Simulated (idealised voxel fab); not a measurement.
process module | voxel gate over fins
cross-section cut | 225 nm wide | cells 5 nm
A cross-section is a grid of square cells, given in bands from the top down. A band is one or more rows of cells.
Each band's line starts with the height of the band's top and of its bottom, in nm. Then come its materials from left to right, each with its width in nm. One material with "throughout" fills the band from edge to edge. "air" is empty space.
Height 0 is the level under which the wafer as received is all one material. The lowest band goes on downwards, as in "0 down".
A width such as "30 to 40" changes by the same amount from each row of cells to the next, from the band's top row to its bottom row.
"no change" after a step means that no cell of the cross-section changed.
closed voids: empty space of 8 cells or more with no open way to the top, each as width x height at its distance from the left edge, in nm
after a step's settings: what the simulator itself notes on the step
overlay nm, on a step with a mask: how far to the right of its planned place the mask lay; to the left if negative
plan
1 op RECEIVE | material Si
2 op CONFORMAL_DEP | material SiN | thk nm 10
3 op DIRECTIONAL_DEP | material aC | thk nm 15
4 op PATTERN | tone cover | mask id FINS | material resist | width nm 15 | pitch nm 55 | thk nm 35 | overlay nm 0
5 op DIRECTIONAL_ETCH | etch materials aC | depth nm 15
6 op STRIP | etch materials resist
7 op DIRECTIONAL_ETCH | etch materials SiN | depth nm 10
8 op DIRECTIONAL_ETCH | etch materials Si | depth nm 40
9 op STRIP | etch materials aC
10 op OXIDIZE | depth nm 5
11 op FILL_DEP | material SiO2 | thk nm 5
12 op CMP | height nm 10
13 op DIRECTIONAL_DEP | material aC | thk nm 10
14 op PATTERN | tone open | mask id RAIL | material resist | width nm 15 | thk nm 30 | overlay nm 0
15 op DIRECTIONAL_ETCH | etch materials aC | depth nm 10
16 op STRIP | etch materials resist
17 op DIRECTIONAL_ETCH | etch materials SiO2 | depth nm 45
18 op STRIP | etch materials aC
19 op CONFORMAL_DEP | material TiN | thk nm 5
20 op FILL_DEP | material Ru | thk nm 10
21 op CMP | height nm 10
22 op SELECTIVE_ETCH | etch materials W Ru TiN | depth nm 30
23 op FILL_DEP | material SiO2 | thk nm 5
24 op CMP | height nm 10
25 op SELECTIVE_ETCH | etch materials SiO2 | depth nm 25
26 op STRIP | etch materials SiN
27 op CONFORMAL_DEP | material HfO2 | thk nm 5
28 op CONFORMAL_DEP | material TiN | thk nm 5
29 op CONFORMAL_DEP | material TiAl | thk nm 5
30 op CONFORMAL_DEP | material TiN | thk nm 5
31 op FILL_DEP | material W | thk nm 10
32 op CMP | height nm 25
33 op CONFORMAL_DEP | material SiCN | thk nm 10
as received, after step 1
  0 down: Si throughout
  closed voids: none
first wafer at the end, as planned
  35 to 25: SiCN throughout
  25 to 20: W throughout
  20 to 15: W 60 | TiN 45 | W 10 | TiN 45 | W 65
  15 to 10: W 60 | TiN 5 | TiAl 35 | TiN 5 | W 10 | TiN 5 | TiAl 35 | TiN 5 | W 65
  10 to 5: W 60 | TiN 5 | TiAl 5 | TiN 25 | TiAl 5 | TiN 5 | W 10 | TiN 5 | TiAl 5 | TiN 25 | TiAl 5 | TiN 5 | W 65
  5 to 0: TiN 65 | TiAl 5 | TiN 5 | HfO2 15 | TiN 5 | TiAl 5 | TiN 20 | TiAl 5 | TiN 5 | HfO2 15 | TiN 5 | TiAl 5 | TiN 70
  0 to -5: TiAl 70 | TiN 5 | HfO2 5 | Si 5 | HfO2 5 | TiN 5 | TiAl 30 | TiN 5 | HfO2 5 | Si 5 | HfO2 5 | TiN 5 | TiAl 75
  -5 to -10: TiN 75 | HfO2 5 | Si 5 | HfO2 5 | TiN 40 | HfO2 5 | Si 5 | HfO2 5 | TiN 80
  -10 to -15: HfO2 80 | Si 5 | HfO2 50 | Si 5 | HfO2 85
  -15 to -20: SiO2 80 | Si 5 | SiO2 50 | Si 5 | SiO2 85
  -20 to -30: SiO2 80 | Si 5 | SiO2 15 | TiN 5 | Ru 5 | TiN 5 | SiO2 20 | Si 5 | SiO2 85
  -30 to -35: SiO2 80 | Si 5 | SiO2 15 | TiN 15 | SiO2 20 | Si 5 | SiO2 85
  -35 to -45: SiO2 80 | Si 5 | SiO2 50 | Si 5 | SiO2 85
  -45 down: Si throughout
  closed voids: none
second wafer at the end: like start, like plan, one mistake
  35 to 25: SiCN throughout
  25 to 15: W throughout
  15 to 10: W 65 | TiN 35 | W 20 | TiN 35 | W 70
  10 to 5: W 65 | TiN 5 | TiAl 25 | TiN 5 | W 20 | TiN 5 | TiAl 25 | TiN 5 | W 70
  5 to 0: W 65 | TiN 5 | TiAl 5 | HfO2 15 | TiAl 5 | TiN 5 | W 20 | TiN 5 | TiAl 5 | HfO2 15 | TiAl 5 | TiN 5 | W 70
  0 to -5: TiN 70 | TiAl 5 | HfO2 5 | Si 5 | HfO2 5 | TiAl 5 | TiN 30 | TiAl 5 | HfO2 5 | Si 5 | HfO2 5 | TiAl 5 | TiN 75
  -5 to -10: TiAl 75 | HfO2 5 | Si 5 | HfO2 5 | TiAl 40 | HfO2 5 | Si 5 | HfO2 5 | TiAl 80
  -10 to -15: HfO2 80 | Si 5 | HfO2 50 | Si 5 | HfO2 85
  -15 to -20: SiO2 80 | Si 5 | SiO2 50 | Si 5 | SiO2 85
  -20 to -30: SiO2 80 | Si 5 | SiO2 15 | TiN 5 | Ru 5 | TiN 5 | SiO2 20 | Si 5 | SiO2 85
  -30 to -35: SiO2 80 | Si 5 | SiO2 15 | TiN 15 | SiO2 20 | Si 5 | SiO2 85
  -35 to -45: SiO2 80 | Si 5 | SiO2 50 | Si 5 | SiO2 85
  -45 down: Si throughout
  closed voids: none
what went wrong: step 28 was left out
at the end the second wafer has, in cells: 57 fewer of TiN | 57 more of W
